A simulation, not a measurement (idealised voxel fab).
Process module under the name voxel air gaps
We display cut, a cross-section 295 nm in width whose square cells are each 5 nm.
Format of a cross-section: grid, square cells. Given as bands. Order: top down. Band: one or more rows of cells. Top height, bottom height, nm. Materials left to right, width each, nm. Single material + "throughout" = fills band edge to edge. "air" = empty. Height reference: 0 = level under which incoming wafer is all one material. Lowest band: no bottom, runs on downward, e.g. "0 -> down". The notation "30->40" denotes a width that varies across the rows of cells in the band, beginning at the first number in the top row, finishing at the second number in the bottom row, and changing by an identical amount from each row to the next. What does "remained the same" mean for a step? It means no cell of the cross-section changed in that step. "Unvented voids" specifies each empty space that is not open to the top and that occupies no fewer than 8 cells, using the form width x height at distance, the distance measured from the left edge and all three quantities in nm. That trailing text on a step's line, after the settings, is the simulator's own remark on the step. You can add "overlay nm" to a step's line. For a step with a mask, it describes how far the mask lay to the right of its planned position, and a negative number describes a lay to the left.

-- Process steps foreseen in the plan
| 1 | RECEIVE | material Si |
| 2 | CONFORMAL_DEP | material SiO2 | thk nm 10 |
| 3 | CONFORMAL_DEP | material SiCN | thk nm 5 |
| 4 | DIRECTIONAL_DEP | material SiO2 | thk nm 40 |
| 5 | DIRECTIONAL_DEP | material aC | thk nm 15 |
| 6 | PATTERN | tone open | mask id LINES | material resist | width nm 25 | pitch nm 50 | thk nm 30 | overlay nm 0 |
| 7 | DIRECTIONAL_ETCH | etch materials aC | depth nm 15 |
| 8 | STRIP | etch materials resist |
| 9 | DIRECTIONAL_ETCH | etch materials SiO2 | depth nm 40 |
| 10 | STRIP | etch materials aC |
| 11 | CONFORMAL_DEP | material TiN | thk nm 5 |
| 12 | FILL_DEP | material Cu | thk nm 10 |
| 13 | CMP | height nm 55 |
| 14 | EPI | material Ru | thk nm 10 |
| 15 | SELECTIVE_ETCH | etch materials SiO2 | depth nm 50 |
| 16 | CONFORMAL_DEP | material SiCN | thk nm 5 |

-- as received, after step 1
- 0 -> down  Si throughout
- Unvented voids: none

-- a wafer at the end: this start, this plan, one mistake
- 75 -> 70  SiCN throughout
- 70 -> 60  Ru throughout
- 60 -> 55  TiN: 65; Cu: 15; TiN: 35; Cu: 15; TiN: 35; Cu: 15; TiN: 35; Cu: 15; TiN: 65
- 55 -> 20  SiO2: 60; TiN: 5; Cu: 15; TiN: 5; SiO2: 25; TiN: 5; Cu: 15; TiN: 5; SiO2: 25; TiN: 5; Cu: 15; TiN: 5; SiO2: 25; TiN: 5; Cu: 15; TiN: 5; SiO2: 60
- 20 -> 15  SiO2: 60; TiN: 25; SiO2: 25; TiN: 25; SiO2: 25; TiN: 25; SiO2: 25; TiN: 25; SiO2: 60
- 15 -> 10  SiCN throughout
- 10 -> 0  SiO2 throughout
- 0 -> down  Si throughout
- Unvented voids: none
The plan and the run diverged here: for step 13, the planned setting was not used; the step was instead run as CMP | height nm 60
